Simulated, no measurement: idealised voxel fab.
This is a process module. Its name is voxel double patterning.
The cross-section shown here is cut; it is 230 nm wide and divided into square cells measuring 5 nm on a side.
When this document writes out a cross-section, it uses a grid of square cells and lists it as bands, beginning at the top and moving down, with a band standing for one or more rows of cells. Basically the band line says how high the top is and how high the bottom is, in nm, and then what's in it from left to right, every material with its width in nm. Empty space shows up as "air", and if a single material carries "throughout" it runs the full band edge to edge. Beneath 0, the wafer as received is one material, and that level is where height counting begins. The lowest band goes on downward without a bottom; it is written like "0 and below". Per-row width for "30 to 40": begins at first number (top row of band), ends at second number (bottom row), increment between rows held constant. Given "nothing got changed" for a step, no cell of the cross-section differs between before and after that step. Look at "Fully sealed voids" for the closed voids: empty spaces with no open path to the top, sized 8 cells or up. Each is width x height at distance, distance from the left edge, all nm. Where a step's line continues beyond its settings, the continuation is a remark by the simulator itself on that step. overlay nm: where the mask lay relative to plan, measured to the right, on steps with a mask; negatives go left.
Intended process steps:
| 1 | RECEIVE with material Si |
| 2 | CONFORMAL_DEP with material SiO2, thk nm 10 |
| 3 | DIRECTIONAL_DEP with material TiN, thk nm 15 |
| 4 | DIRECTIONAL_DEP with material SiCN, thk nm 5 |
| 5 | MASKED_ETCH with tone open, mask id FIRST, width nm 15, pitch nm 50, etch materials SiCN, depth nm 5, overlay nm 0 |
| 6 | PATTERN with tone open, mask id SECOND, material resist, width nm 15, pitch nm 50, thk nm 15, overlay nm 0 |
| 7 | DIRECTIONAL_ETCH with etch materials SiCN, depth nm 5 |
| 8 | STRIP with etch materials resist |
| 9 | DIRECTIONAL_ETCH with etch materials TiN, depth nm 15 |
| 10 | STRIP with etch materials SiCN |
Cross-section of the wafer as it came to us, i.e., already through step 1:
> 0 and below: Si throughout
> Fully sealed voids: none
Wafer cross-section at end of module: start and plan as shown above, one execution error:
> 40 down to 25: 55 TiN | 15 air | 10 TiN | 15 air | 10 TiN | 15 air | 10 TiN | 15 air | 10 TiN | 15 air | 60 TiN
> 25 down to 10: TiN throughout
> 10 down to 0: SiO2 throughout
> 0 and below: Si throughout
> Fully sealed voids: none
In executing the process, a mistake was made relative to the plan: plan step 3 was conducted twice
